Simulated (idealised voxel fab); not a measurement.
Name of the process module below: voxel transistor to metal
This is section cut - it's 250 nm across, gridded in 5 nm square cells.
The cross-sections in this document take the form of a grid made of square cells. They are written out as bands, in order from top to bottom. Each band consists of one or more rows of cells. This entry defines a band. It first specifies the height of the band's top and the height of its bottom in nm, and then specifies the band's materials from left to right, stating each material with its width in nm. The word "all across" identifies a single material that fills the band from edge to edge, while the word "air" identifies empty space. Ref level 0: as-received wafer is one material below here. Bottom band extends down with no lower bound ("from 0 down"). So if you see something like "30..40" for the width, read it as the top row of the band sitting at the first number and the bottom row at the second, with every row in between moving by the same amount as the last. The cross-section has no changed cell in any step marked "remained unchanged". The list in "Enclosed void listing" covers empty spaces of 8 cells or more that cannot reach the top through any open way, and it gives each as width x height at distance; the distance is from the left edge, and width, height and distance are in nm. Heads up: the bit after the settings on a step's line is the simulator's remark on that step. The optional step-line setting "overlay nm" applies to steps with a mask and quantifies how far to the right of its planned location the mask lay, a negative value indicating leftward placement. Read the rest as pairs. Take the cross-section before one process step, then the cross-section after it, which shows only down to the lowest band that changed. Under the pair, find the step between them and its settings. Bear in mind that pairs may come from different runs of this module on the same starting wafer: link a pair to the pair above it only where its entry headed "Prior to step" says to.

[Prior to step]
    from 45 to 30: 50 nm air, 5 nm SiN, 15 nm SiCN, 5 nm SiN, 90 nm air, 5 nm SiN, 15 nm SiCN, 5 nm SiN, 60 nm air
    from 30 to 0: 50 nm air, 5 nm SiN, 15 nm polySi, 5 nm SiN, 90 nm air, 5 nm SiN, 15 nm polySi, 5 nm SiN, 60 nm air
    from 0 to -5: 50 nm air, 25 nm SiO2, 90 nm air, 25 nm SiO2, 60 nm air
    from -5 to -25: 30 nm SiO2, 75 nm Si, 40 nm SiO2, 75 nm Si, 30 nm SiO2
    from -25 down: Si all across
    Enclosed void listing: none

[Cross-Section After Step]
    from 45 to 30: 50 nm air, 5 nm SiN, 15 nm SiCN, 5 nm SiN, 90 nm air, 5 nm SiN, 15 nm SiCN, 5 nm SiN, 60 nm air
    from 30 to 0: 50 nm air, 5 nm SiN, 15 nm polySi, 5 nm SiN, 90 nm air, 5 nm SiN, 15 nm polySi, 5 nm SiN, 60 nm air
    from 0 to -5: 50 nm air, 25 nm SiO2, 90 nm air, 25 nm SiO2, 60 nm air
    from -5 to -15: 30 nm SiO2, 20 nm air, 25 nm Si, 30 nm air, 40 nm SiO2, 20 nm air, 25 nm Si, 30 nm air, 30 nm SiO2
    Everything under -15 stays put, no change at all.
    Enclosed void listing: none
Between the two cross-sections shown above, the process step is DIRECTIONAL_ETCH [etch materials Si] [depth nm 10]

Prior to step: we pick up right where the pair above leaves off, with its after cross-section.

[Cross-Section After Step]
    from 45 to 30: 50 nm air, 5 nm SiN, 15 nm SiCN, 5 nm SiN, 90 nm air, 5 nm SiN, 15 nm SiCN, 5 nm SiN, 60 nm air
    from 30 to 5: 50 nm air, 5 nm SiN, 15 nm polySi, 5 nm SiN, 90 nm air, 5 nm SiN, 15 nm polySi, 5 nm SiN, 60 nm air
    from 5 to 0: 40 nm air, 10 nm nSi, 5 nm SiN, 15 nm polySi, 5 nm SiN, 10 nm nSi, 70 nm air, 10 nm nSi, 5 nm SiN, 15 nm polySi, 5 nm SiN, 10 nm nSi, 50 nm air
    from 0 to -5: 40 nm air, 10 nm nSi, 25 nm SiO2, 10 nm nSi, 70 nm air, 10 nm nSi, 25 nm SiO2, 10 nm nSi, 50 nm air
    from -5 to -15: 30 nm SiO2, 20 nm nSi, 25 nm Si, 30 nm nSi, 40 nm SiO2, 20 nm nSi, 25 nm Si, 30 nm nSi, 30 nm SiO2
    Everything under -15 stays put, no change at all.
    Enclosed void listing: none
Between the two cross-sections shown above, the process step is EPI [material nSi] [thk nm 10]

Prior to step: we pick up right where the pair above leaves off, with its after cross-section.

[Cross-Section After Step]
    from 55 to 45: SiO2 all across
    from 45 to 30: 50 nm SiO2, 5 nm SiN, 15 nm SiCN, 5 nm SiN, 90 nm SiO2, 5 nm SiN, 15 nm SiCN, 5 nm SiN, 60 nm SiO2
    from 30 to 5: 50 nm SiO2, 5 nm SiN, 15 nm polySi, 5 nm SiN, 90 nm SiO2, 5 nm SiN, 15 nm polySi, 5 nm SiN, 60 nm SiO2
    from 5 to 0: 40 nm SiO2, 10 nm nSi, 5 nm SiN, 15 nm polySi, 5 nm SiN, 10 nm nSi, 70 nm SiO2, 10 nm nSi, 5 nm SiN, 15 nm polySi, 5 nm SiN, 10 nm nSi, 50 nm SiO2
    from 0 to -5: 40 nm SiO2, 10 nm nSi, 25 nm SiO2, 10 nm nSi, 70 nm SiO2, 10 nm nSi, 25 nm SiO2, 10 nm nSi, 50 nm SiO2
    Everything under -5 stays put, no change at all.
    Enclosed void listing: none
Between the two cross-sections shown above, the process step is FILL_DEP [material SiO2] [thk nm 10]

Prior to step: we pick up right where the pair above leaves off, with its after cross-section.

[Cross-Section After Step]
    from 45 to 30: 50 nm SiO2, 5 nm SiN, 15 nm SiCN, 5 nm SiN, 90 nm SiO2, 5 nm SiN, 15 nm SiCN, 5 nm SiN, 60 nm SiO2
    Everything under 30 stays put, no change at all.
    Enclosed void listing: none
Between the two cross-sections shown above, the process step is CMP [height nm 45]

Prior to step: we pick up right where the pair above leaves off, with its after cross-section.

[Cross-Section After Step]
    from 60 to 45: SiO2 all across
    Everything under 45 stays put, no change at all.
    Enclosed void listing: none
Between the two cross-sections shown above, the process step is DIRECTIONAL_DEP [material SiO2] [thk nm 15]

Prior to step: we pick up right where the pair above leaves off, with its after cross-section.

[Cross-Section After Step]
    from 75 to 60: 30 nm resist, 15 nm air, 45 nm resist, 15 nm air, 40 nm resist, 15 nm air, 45 nm resist, 15 nm air, 30 nm resist
    Everything under 60 stays put, no change at all.
    Enclosed void listing: none
Between the two cross-sections shown above, the process step is PATTERN [tone open] [mask id CONTACT] [material resist] [width nm 15] [thk nm 15] [overlay nm 0]

Prior to step: we pick up right where the pair above leaves off, with its after cross-section.

[Cross-Section After Step]
    from 75 to 60: 30 nm resist, 15 nm air, 45 nm resist, 15 nm air, 40 nm resist, 15 nm air, 45 nm resist, 15 nm air, 30 nm resist
    from 60 to 45: 30 nm SiO2, 15 nm air, 45 nm SiO2, 15 nm air, 40 nm SiO2, 15 nm air, 45 nm SiO2, 15 nm air, 30 nm SiO2
    from 45 to 30: 30 nm SiO2, 15 nm air, 5 nm SiO2, 5 nm SiN, 15 nm SiCN, 5 nm SiN, 15 nm SiO2, 15 nm air, 40 nm SiO2, 15 nm air, 5 nm SiO2, 5 nm SiN, 15 nm SiCN, 5 nm SiN, 15 nm SiO2, 15 nm air, 30 nm SiO2
    from 30 to 5: 30 nm SiO2, 15 nm air, 5 nm SiO2, 5 nm SiN, 15 nm polySi, 5 nm SiN, 15 nm SiO2, 15 nm air, 40 nm SiO2, 15 nm air, 5 nm SiO2, 5 nm SiN, 15 nm polySi, 5 nm SiN, 15 nm SiO2, 15 nm air, 30 nm SiO2
    from 5 to 0: 30 nm SiO2, 10 nm air, 10 nm nSi, 5 nm SiN, 15 nm polySi, 5 nm SiN, 10 nm nSi, 5 nm SiO2, 15 nm air, 40 nm SiO2, 10 nm air, 10 nm nSi, 5 nm SiN, 15 nm polySi, 5 nm SiN, 10 nm nSi, 5 nm SiO2, 15 nm air, 30 nm SiO2
    from 0 to -5: 30 nm SiO2, 10 nm air, 10 nm nSi, 25 nm SiO2, 10 nm nSi, 5 nm SiO2, 15 nm air, 40 nm SiO2, 10 nm air, 10 nm nSi, 25 nm SiO2, 10 nm nSi, 5 nm SiO2, 15 nm air, 30 nm SiO2
    Everything under -5 stays put, no change at all.
    Enclosed void listing: none
Between the two cross-sections shown above, the process step is DIRECTIONAL_ETCH [etch materials SiO2] [depth nm 65]

Prior to step: we pick up right where the pair above leaves off, with its after cross-section.

[Cross-Section After Step]
    from 60 to 45: 30 nm SiO2, 15 nm air, 45 nm SiO2, 15 nm air, 40 nm SiO2, 15 nm air, 45 nm SiO2, 15 nm air, 30 nm SiO2
    Everything under 45 stays put, no change at all.
    Enclosed void listing: none
Between the two cross-sections shown above, the process step is STRIP [etch materials resist]

Prior to step: we pick up right where the pair above leaves off, with its after cross-section.

[Cross-Section After Step]
    from 65 to 60: 35 nm TiN, 5 nm air, 55 nm TiN, 5 nm air, 50 nm TiN, 5 nm air, 55 nm TiN, 5 nm air, 35 nm TiN
    from 60 to 45: 30 nm SiO2, 5 nm TiN, 5 nm air, 5 nm TiN, 45 nm SiO2, 5 nm TiN, 5 nm air, 5 nm TiN, 40 nm SiO2, 5 nm TiN, 5 nm air, 5 nm TiN, 45 nm SiO2, 5 nm TiN, 5 nm air, 5 nm TiN, 30 nm SiO2
    from 45 to 30: 30 nm SiO2, 5 nm TiN, 5 nm air, 5 nm TiN, 5 nm SiO2, 5 nm SiN, 15 nm SiCN, 5 nm SiN, 15 nm SiO2, 5 nm TiN, 5 nm air, 5 nm TiN, 40 nm SiO2, 5 nm TiN, 5 nm air, 5 nm TiN, 5 nm SiO2, 5 nm SiN, 15 nm SiCN, 5 nm SiN, 15 nm SiO2, 5 nm TiN, 5 nm air, 5 nm TiN, 30 nm SiO2
    from 30 to 10: 30 nm SiO2, 5 nm TiN, 5 nm air, 5 nm TiN, 5 nm SiO2, 5 nm SiN, 15 nm polySi, 5 nm SiN, 15 nm SiO2, 5 nm TiN, 5 nm air, 5 nm TiN, 40 nm SiO2, 5 nm TiN, 5 nm air, 5 nm TiN, 5 nm SiO2, 5 nm SiN, 15 nm polySi, 5 nm SiN, 15 nm SiO2, 5 nm TiN, 5 nm air, 5 nm TiN, 30 nm SiO2
    from 10 to 5: 30 nm SiO2, 15 nm TiN, 5 nm SiO2, 5 nm SiN, 15 nm polySi, 5 nm SiN, 15 nm SiO2, 5 nm TiN, 5 nm air, 5 nm TiN, 40 nm SiO2, 15 nm TiN, 5 nm SiO2, 5 nm SiN, 15 nm polySi, 5 nm SiN, 15 nm SiO2, 5 nm TiN, 5 nm air, 5 nm TiN, 30 nm SiO2
    from 5 to 0: 30 nm SiO2, 10 nm TiN, 10 nm nSi, 5 nm SiN, 15 nm polySi, 5 nm SiN, 10 nm nSi, 5 nm SiO2, 5 nm TiN, 5 nm air, 5 nm TiN, 40 nm SiO2, 10 nm TiN, 10 nm nSi, 5 nm SiN, 15 nm polySi, 5 nm SiN, 10 nm nSi, 5 nm SiO2, 5 nm TiN, 5 nm air, 5 nm TiN, 30 nm SiO2
    from 0 to -5: 30 nm SiO2, 10 nm TiN, 10 nm nSi, 25 nm SiO2, 10 nm nSi, 5 nm SiO2, 15 nm TiN, 40 nm SiO2, 10 nm TiN, 10 nm nSi, 25 nm SiO2, 10 nm nSi, 5 nm SiO2, 15 nm TiN, 30 nm SiO2
    Everything under -5 stays put, no change at all.
    Enclosed void listing: none
Between the two cross-sections shown above, the process step is CONFORMAL_DEP [material TiN] [thk nm 5]

Prior to step: we pick up right where the pair above leaves off, with its after cross-section.

[Cross-Section After Step]
    from 70 to 65: W all across
    from 65 to 60: 35 nm TiN, 5 nm W, 55 nm TiN, 5 nm W, 50 nm TiN, 5 nm W, 55 nm TiN, 5 nm W, 35 nm TiN
    from 60 to 45: 30 nm SiO2, 5 nm TiN, 5 nm W, 5 nm TiN, 45 nm SiO2, 5 nm TiN, 5 nm W, 5 nm TiN, 40 nm SiO2, 5 nm TiN, 5 nm W, 5 nm TiN, 45 nm SiO2, 5 nm TiN, 5 nm W, 5 nm TiN, 30 nm SiO2
    from 45 to 30: 30 nm SiO2, 5 nm TiN, 5 nm W, 5 nm TiN, 5 nm SiO2, 5 nm SiN, 15 nm SiCN, 5 nm SiN, 15 nm SiO2, 5 nm TiN, 5 nm W, 5 nm TiN, 40 nm SiO2, 5 nm TiN, 5 nm W, 5 nm TiN, 5 nm SiO2, 5 nm SiN, 15 nm SiCN, 5 nm SiN, 15 nm SiO2, 5 nm TiN, 5 nm W, 5 nm TiN, 30 nm SiO2
    from 30 to 10: 30 nm SiO2, 5 nm TiN, 5 nm W, 5 nm TiN, 5 nm SiO2, 5 nm SiN, 15 nm polySi, 5 nm SiN, 15 nm SiO2, 5 nm TiN, 5 nm W, 5 nm TiN, 40 nm SiO2, 5 nm TiN, 5 nm W, 5 nm TiN, 5 nm SiO2, 5 nm SiN, 15 nm polySi, 5 nm SiN, 15 nm SiO2, 5 nm TiN, 5 nm W, 5 nm TiN, 30 nm SiO2
    from 10 to 5: 30 nm SiO2, 15 nm TiN, 5 nm SiO2, 5 nm SiN, 15 nm polySi, 5 nm SiN, 15 nm SiO2, 5 nm TiN, 5 nm W, 5 nm TiN, 40 nm SiO2, 15 nm TiN, 5 nm SiO2, 5 nm SiN, 15 nm polySi, 5 nm SiN, 15 nm SiO2, 5 nm TiN, 5 nm W, 5 nm TiN, 30 nm SiO2
    from 5 to 0: 30 nm SiO2, 10 nm TiN, 10 nm nSi, 5 nm SiN, 15 nm polySi, 5 nm SiN, 10 nm nSi, 5 nm SiO2, 5 nm TiN, 5 nm W, 5 nm TiN, 40 nm SiO2, 10 nm TiN, 10 nm nSi, 5 nm SiN, 15 nm polySi, 5 nm SiN, 10 nm nSi, 5 nm SiO2, 5 nm TiN, 5 nm W, 5 nm TiN, 30 nm SiO2
    Everything under 0 stays put, no change at all.
    Enclosed void listing: none
Between the two cross-sections shown above, the process step is FILL_DEP [material W] [thk nm 5]

Prior to step: we pick up right where the pair above leaves off, with its after cross-section.

[Cross-Section After Step]
    from 60 to 45: 30 nm SiO2, 5 nm TiN, 5 nm W, 5 nm TiN, 45 nm SiO2, 5 nm TiN, 5 nm W, 5 nm TiN, 40 nm SiO2, 5 nm TiN, 5 nm W, 5 nm TiN, 45 nm SiO2, 5 nm TiN, 5 nm W, 5 nm TiN, 30 nm SiO2
    Everything under 45 stays put, no change at all.
    Enclosed void listing: none
Between the two cross-sections shown above, the process step is CMP [height nm 60]

Prior to step: we pick up right where the pair above leaves off, with its after cross-section.

[Cross-Section After Step]
    from 65 to 60: TiN all across
    Everything under 60 stays put, no change at all.
    Enclosed void listing: none
Between the two cross-sections shown above, the process step is DIRECTIONAL_DEP [material TiN] [thk nm 5]

Prior to step: we pick up right where the pair above leaves off, with its after cross-section.

[Cross-Section After Step]
    from 80 to 65: W all across
    Everything under 65 stays put, no change at all.
    Enclosed void listing: none
Between the two cross-sections shown above, the process step is DIRECTIONAL_DEP [material W] [thk nm 15]

Prior to step: we pick up right where the pair above leaves off, with its after cross-section.

[Cross-Section After Step]
    from 90 to 80: aC all across
    Everything under 80 stays put, no change at all.
    Enclosed void listing: none
Between the two cross-sections shown above, the process step is DIRECTIONAL_DEP [material aC] [thk nm 10]

Prior to step: we pick up right where the pair above leaves off, with its after cross-section.

[Cross-Section After Step]
    from 115 to 90: 30 nm air, 15 nm resist, 45 nm air, 15 nm resist, 40 nm air, 15 nm resist, 45 nm air, 15 nm resist, 30 nm air
    Everything under 90 stays put, no change at all.
    Enclosed void listing: none
Between the two cross-sections shown above, the process step is PATTERN [tone cover] [mask id METAL_1] [material resist] [width nm 15] [thk nm 25] [overlay nm 0]

Prior to step: we pick up right where the pair above leaves off, with its after cross-section.

[Cross-Section After Step]
    from 105 to 90: 30 nm air, 15 nm resist, 45 nm air, 15 nm resist, 40 nm air, 15 nm resist, 45 nm air, 15 nm resist, 30 nm air
    from 90 to 80: 30 nm air, 15 nm aC, 45 nm air, 15 nm aC, 40 nm air, 15 nm aC, 45 nm air, 15 nm aC, 30 nm air
    Everything under 80 stays put, no change at all.
    Enclosed void listing: none
Between the two cross-sections shown above, the process step is DIRECTIONAL_ETCH [etch materials aC] [depth nm 10]

Prior to step: we pick up right where the pair above leaves off, with its after cross-section.

[Cross-Section After Step]
    from 90 to 80: 30 nm air, 15 nm aC, 45 nm air, 15 nm aC, 40 nm air, 15 nm aC, 45 nm air, 15 nm aC, 30 nm air
    Everything under 80 stays put, no change at all.
    Enclosed void listing: none
Between the two cross-sections shown above, the process step is STRIP [etch materials resist]

Prior to step: we pick up right where the pair above leaves off, with its after cross-section.

[Cross-Section After Step]
    from 90 to 80: 30 nm air, 15 nm aC, 45 nm air, 15 nm aC, 40 nm air, 15 nm aC, 45 nm air, 15 nm aC, 30 nm air
    from 80 to 65: 30 nm air, 15 nm W, 45 nm air, 15 nm W, 40 nm air, 15 nm W, 45 nm air, 15 nm W, 30 nm air
    Everything under 65 stays put, no change at all.
    Enclosed void listing: none
Between the two cross-sections shown above, the process step is DIRECTIONAL_ETCH [etch materials W] [depth nm 15]

Prior to step: we pick up right where the pair above leaves off, with its after cross-section.

[Cross-Section After Step]
    from 90 to 80: 30 nm air, 15 nm aC, 45 nm air, 15 nm aC, 40 nm air, 15 nm aC, 45 nm air, 15 nm aC, 30 nm air
    from 80 to 65: 30 nm air, 15 nm W, 45 nm air, 15 nm W, 40 nm air, 15 nm W, 45 nm air, 15 nm W, 30 nm air
    from 65 to 60: 30 nm air, 15 nm TiN, 45 nm air, 15 nm TiN, 40 nm air, 15 nm TiN, 45 nm air, 15 nm TiN, 30 nm air
    Everything under 60 stays put, no change at all.
    Enclosed void listing: none
Between the two cross-sections shown above, the process step is DIRECTIONAL_ETCH [etch materials TiN] [depth nm 5]

Prior to step: we pick up right where the pair above leaves off, with its after cross-section.

[Cross-Section After Step]
    from 80 to 65: 30 nm air, 15 nm W, 45 nm air, 15 nm W, 40 nm air, 15 nm W, 45 nm air, 15 nm W, 30 nm air
    Everything under 65 stays put, no change at all.
    Enclosed void listing: none
Between the two cross-sections shown above, the process step is STRIP [etch materials aC]

Prior to step: we pick up right where the pair above leaves off, with its after cross-section.

[Cross-Section After Step]
    from 85 to 80: 25 nm air, 25 nm SiCN, 35 nm air, 25 nm SiCN, 30 nm air, 25 nm SiCN, 35 nm air, 25 nm SiCN, 25 nm air
    from 80 to 65: 25 nm air, 5 nm SiCN, 15 nm W, 5 nm SiCN, 35 nm air, 5 nm SiCN, 15 nm W, 5 nm SiCN, 30 nm air, 5 nm SiCN, 15 nm W, 5 nm SiCN, 35 nm air, 5 nm SiCN, 15 nm W, 5 nm SiCN, 25 nm air
    from 65 to 60: 30 nm SiCN, 15 nm TiN, 45 nm SiCN, 15 nm TiN, 40 nm SiCN, 15 nm TiN, 45 nm SiCN, 15 nm TiN, 30 nm SiCN
    Everything under 60 stays put, no change at all.
    Enclosed void listing: none
Between the two cross-sections shown above, the process step is CONFORMAL_DEP [material SiCN] [thk nm 5]

Prior to step: we pick up right where the pair above leaves off, with its after cross-section.

[Cross-Section After Step]
    from 95 to 85: lowk all across
    from 85 to 80: 25 nm lowk, 25 nm SiCN, 35 nm lowk, 25 nm SiCN, 30 nm lowk, 25 nm SiCN, 35 nm lowk, 25 nm SiCN, 25 nm lowk
    from 80 to 65: 25 nm lowk, 5 nm SiCN, 15 nm W, 5 nm SiCN, 35 nm lowk, 5 nm SiCN, 15 nm W, 5 nm SiCN, 30 nm lowk, 5 nm SiCN, 15 nm W, 5 nm SiCN, 35 nm lowk, 5 nm SiCN, 15 nm W, 5 nm SiCN, 25 nm lowk
    Everything under 65 stays put, no change at all.
    Enclosed void listing: none
Between the two cross-sections shown above, the process step is FILL_DEP [material lowk] [thk nm 10]

Prior to step: we pick up right where the pair above leaves off, with its after cross-section.

[Cross-Section After Step]
    from 80 to 65: 25 nm lowk, 5 nm SiCN, 15 nm W, 5 nm SiCN, 35 nm lowk, 5 nm SiCN, 15 nm W, 5 nm SiCN, 30 nm lowk, 5 nm SiCN, 15 nm W, 5 nm SiCN, 35 nm lowk, 5 nm SiCN, 15 nm W, 5 nm SiCN, 25 nm lowk
    Everything under 65 stays put, no change at all.
    Enclosed void listing: none
Between the two cross-sections shown above, the process step is CMP [height nm 80]

Prior to step: we pick up right where the pair above leaves off, with its after cross-section.

[Cross-Section After Step]
    from 85 to 80: SiCN all across
    Everything under 80 stays put, no change at all.
    Enclosed void listing: none
Between the two cross-sections shown above, the process step is CONFORMAL_DEP [material SiCN] [thk nm 5]

[Prior to step]
    from 45 to 30: 55 nm SiO2, 5 nm SiN, 15 nm SiCN, 5 nm SiN, 90 nm SiO2, 5 nm SiN, 15 nm SiCN, 5 nm SiN, 55 nm SiO2
    from 30 to 5: 55 nm SiO2, 5 nm SiN, 15 nm polySi, 5 nm SiN, 90 nm SiO2, 5 nm SiN, 15 nm polySi, 5 nm SiN, 55 nm SiO2
    from 5 to 0: 45 nm SiO2, 10 nm nSi, 5 nm SiN, 15 nm polySi, 5 nm SiN, 10 nm nSi, 70 nm SiO2, 10 nm nSi, 5 nm SiN, 15 nm polySi, 5 nm SiN, 10 nm nSi, 45 nm SiO2
    from 0 to -5: 45 nm SiO2, 10 nm nSi, 25 nm SiO2, 10 nm nSi, 70 nm SiO2, 10 nm nSi, 25 nm SiO2, 10 nm nSi, 45 nm SiO2
    from -5 to -15: 30 nm SiO2, 25 nm nSi, 25 nm Si, 25 nm nSi, 40 nm SiO2, 25 nm nSi, 25 nm Si, 25 nm nSi, 30 nm SiO2
    from -15 to -25: 30 nm SiO2, 75 nm Si, 40 nm SiO2, 75 nm Si, 30 nm SiO2
    from -25 down: Si all across
    Enclosed void listing: none

[Cross-Section After Step]
    from 60 to 45: lowk all across
    Everything under 45 stays put, no change at all.
    Enclosed void listing: none
Between the two cross-sections shown above, the process step is DIRECTIONAL_DEP [material lowk] [thk nm 15]

Prior to step: we pick up right where the pair above leaves off, with its after cross-section.

[Cross-Section After Step]
    from 75 to 60: 30 nm resist, 15 nm air, 45 nm resist, 15 nm air, 40 nm resist, 15 nm air, 45 nm resist, 15 nm air, 30 nm resist
    Everything under 60 stays put, no change at all.
    Enclosed void listing: none
Between the two cross-sections shown above, the process step is PATTERN [tone open] [mask id CONTACT] [material resist] [width nm 15] [thk nm 15] [overlay nm 0]

Prior to step: we pick up right where the pair above leaves off, with its after cross-section.

[Cross-Section After Step]
    from 60 to 45: lowk all across
    Everything under 45 stays put, no change at all.
    Enclosed void listing: none
Between the two cross-sections shown above, the process step is STRIP [etch materials resist]

Prior to step: we pick up right where the pair above leaves off, with its after cross-section.

[Cross-Section After Step]
    from 65 to 60: TiN all across
    Everything under 60 stays put, no change at all.
    Enclosed void listing: none
Between the two cross-sections shown above, the process step is CONFORMAL_DEP [material TiN] [thk nm 5]

Prior to step: we pick up right where the pair above leaves off, with its after cross-section.

[Cross-Section After Step]
    from 70 to 65: W all across
    Everything under 65 stays put, no change at all.
    Enclosed void listing: none
Between the two cross-sections shown above, the process step is FILL_DEP [material W] [thk nm 5]

Prior to step: we pick up right where the pair above leaves off, with its after cross-section.

[Cross-Section After Step]
    from 60 to 45: lowk all across
    Everything under 45 stays put, no change at all.
    Enclosed void listing: none
Between the two cross-sections shown above, the process step is CMP [height nm 60]

Prior to step: we pick up right where the pair above leaves off, with its after cross-section.

[Cross-Section After Step]
    from 65 to 60: TiN all across
    Everything under 60 stays put, no change at all.
    Enclosed void listing: none
Between the two cross-sections shown above, the process step is DIRECTIONAL_DEP [material TiN] [thk nm 5]

Prior to step: we pick up right where the pair above leaves off, with its after cross-section.

[Cross-Section After Step]
    from 80 to 65: W all across
    Everything under 65 stays put, no change at all.
    Enclosed void listing: none
Between the two cross-sections shown above, the process step is DIRECTIONAL_DEP [material W] [thk nm 15]

Prior to step: we pick up right where the pair above leaves off, with its after cross-section.

[Cross-Section After Step]
    from 90 to 80: aC all across
    Everything under 80 stays put, no change at all.
    Enclosed void listing: none
Between the two cross-sections shown above, the process step is DIRECTIONAL_DEP [material aC] [thk nm 10]

Prior to step: we pick up right where the pair above leaves off, with its after cross-section.

[Cross-Section After Step]
    from 115 to 90: 30 nm air, 15 nm resist, 45 nm air, 15 nm resist, 40 nm air, 15 nm resist, 45 nm air, 15 nm resist, 30 nm air
    Everything under 90 stays put, no change at all.
    Enclosed void listing: none
Between the two cross-sections shown above, the process step is PATTERN [tone cover] [mask id METAL_1] [material resist] [width nm 15] [thk nm 25] [overlay nm 0]

Prior to step: we pick up right where the pair above leaves off, with its after cross-section.

[Cross-Section After Step]
    from 105 to 90: 30 nm air, 15 nm resist, 45 nm air, 15 nm resist, 40 nm air, 15 nm resist, 45 nm air, 15 nm resist, 30 nm air
    from 90 to 80: 30 nm air, 15 nm aC, 45 nm air, 15 nm aC, 40 nm air, 15 nm aC, 45 nm air, 15 nm aC, 30 nm air
    Everything under 80 stays put, no change at all.
    Enclosed void listing: none
Between the two cross-sections shown above, the process step is DIRECTIONAL_ETCH [etch materials aC] [depth nm 10]

Prior to step: we pick up right where the pair above leaves off, with its after cross-section.

[Cross-Section After Step]
    from 90 to 80: 30 nm air, 15 nm aC, 45 nm air, 15 nm aC, 40 nm air, 15 nm aC, 45 nm air, 15 nm aC, 30 nm air
    Everything under 80 stays put, no change at all.
    Enclosed void listing: none
Between the two cross-sections shown above, the process step is STRIP [etch materials resist]

Prior to step: we pick up right where the pair above leaves off, with its after cross-section.

[Cross-Section After Step]
    from 90 to 80: 30 nm air, 15 nm aC, 45 nm air, 15 nm aC, 40 nm air, 15 nm aC, 45 nm air, 15 nm aC, 30 nm air
    from 80 to 65: 30 nm air, 15 nm W, 45 nm air, 15 nm W, 40 nm air, 15 nm W, 45 nm air, 15 nm W, 30 nm air
    Everything under 65 stays put, no change at all.
    Enclosed void listing: none
Between the two cross-sections shown above, the process step is DIRECTIONAL_ETCH [etch materials W] [depth nm 15]

Prior to step: we pick up right where the pair above leaves off, with its after cross-section.

[Cross-Section After Step]
    from 90 to 80: 30 nm air, 15 nm aC, 45 nm air, 15 nm aC, 40 nm air, 15 nm aC, 45 nm air, 15 nm aC, 30 nm air
    from 80 to 65: 30 nm air, 15 nm W, 45 nm air, 15 nm W, 40 nm air, 15 nm W, 45 nm air, 15 nm W, 30 nm air
    from 65 to 60: 30 nm air, 15 nm TiN, 45 nm air, 15 nm TiN, 40 nm air, 15 nm TiN, 45 nm air, 15 nm TiN, 30 nm air
    Everything under 60 stays put, no change at all.
    Enclosed void listing: none
Between the two cross-sections shown above, the process step is DIRECTIONAL_ETCH [etch materials TiN] [depth nm 5]

Prior to step: we pick up right where the pair above leaves off, with its after cross-section.

[Cross-Section After Step]
    from 80 to 65: 30 nm air, 15 nm W, 45 nm air, 15 nm W, 40 nm air, 15 nm W, 45 nm air, 15 nm W, 30 nm air
    Everything under 65 stays put, no change at all.
    Enclosed void listing: none
Between the two cross-sections shown above, the process step is STRIP [etch materials aC]

Prior to step: we pick up right where the pair above leaves off, with its after cross-section.

[Cross-Section After Step]
    from 85 to 80: 25 nm air, 25 nm SiCN, 35 nm air, 25 nm SiCN, 30 nm air, 25 nm SiCN, 35 nm air, 25 nm SiCN, 25 nm air
    from 80 to 65: 25 nm air, 5 nm SiCN, 15 nm W, 5 nm SiCN, 35 nm air, 5 nm SiCN, 15 nm W, 5 nm SiCN, 30 nm air, 5 nm SiCN, 15 nm W, 5 nm SiCN, 35 nm air, 5 nm SiCN, 15 nm W, 5 nm SiCN, 25 nm air
    from 65 to 60: 30 nm SiCN, 15 nm TiN, 45 nm SiCN, 15 nm TiN, 40 nm SiCN, 15 nm TiN, 45 nm SiCN, 15 nm TiN, 30 nm SiCN
    Everything under 60 stays put, no change at all.
    Enclosed void listing: none
Between the two cross-sections shown above, the process step is CONFORMAL_DEP [material SiCN] [thk nm 5]

Prior to step: we pick up right where the pair above leaves off, with its after cross-section.

[Cross-Section After Step]
    from 95 to 85: lowk all across
    from 85 to 80: 25 nm lowk, 25 nm SiCN, 35 nm lowk, 25 nm SiCN, 30 nm lowk, 25 nm SiCN, 35 nm lowk, 25 nm SiCN, 25 nm lowk
    from 80 to 65: 25 nm lowk, 5 nm SiCN, 15 nm W, 5 nm SiCN, 35 nm lowk, 5 nm SiCN, 15 nm W, 5 nm SiCN, 30 nm lowk, 5 nm SiCN, 15 nm W, 5 nm SiCN, 35 nm lowk, 5 nm SiCN, 15 nm W, 5 nm SiCN, 25 nm lowk
    Everything under 65 stays put, no change at all.
    Enclosed void listing: none
Between the two cross-sections shown above, the process step is FILL_DEP [material lowk] [thk nm 10]

Prior to step: we pick up right where the pair above leaves off, with its after cross-section.

[Cross-Section After Step]
    from 80 to 65: 25 nm lowk, 5 nm SiCN, 15 nm W, 5 nm SiCN, 35 nm lowk, 5 nm SiCN, 15 nm W, 5 nm SiCN, 30 nm lowk, 5 nm SiCN, 15 nm W, 5 nm SiCN, 35 nm lowk, 5 nm SiCN, 15 nm W, 5 nm SiCN, 25 nm lowk
    Everything under 65 stays put, no change at all.
    Enclosed void listing: none
Between the two cross-sections shown above, the process step is CMP [height nm 80]

Prior to step: we pick up right where the pair above leaves off, with its after cross-section.

[Cross-Section After Step]
    from 85 to 80: SiCN all across
    Everything under 80 stays put, no change at all.
    Enclosed void listing: none
Between the two cross-sections shown above, the process step is CONFORMAL_DEP [material SiCN] [thk nm 5]
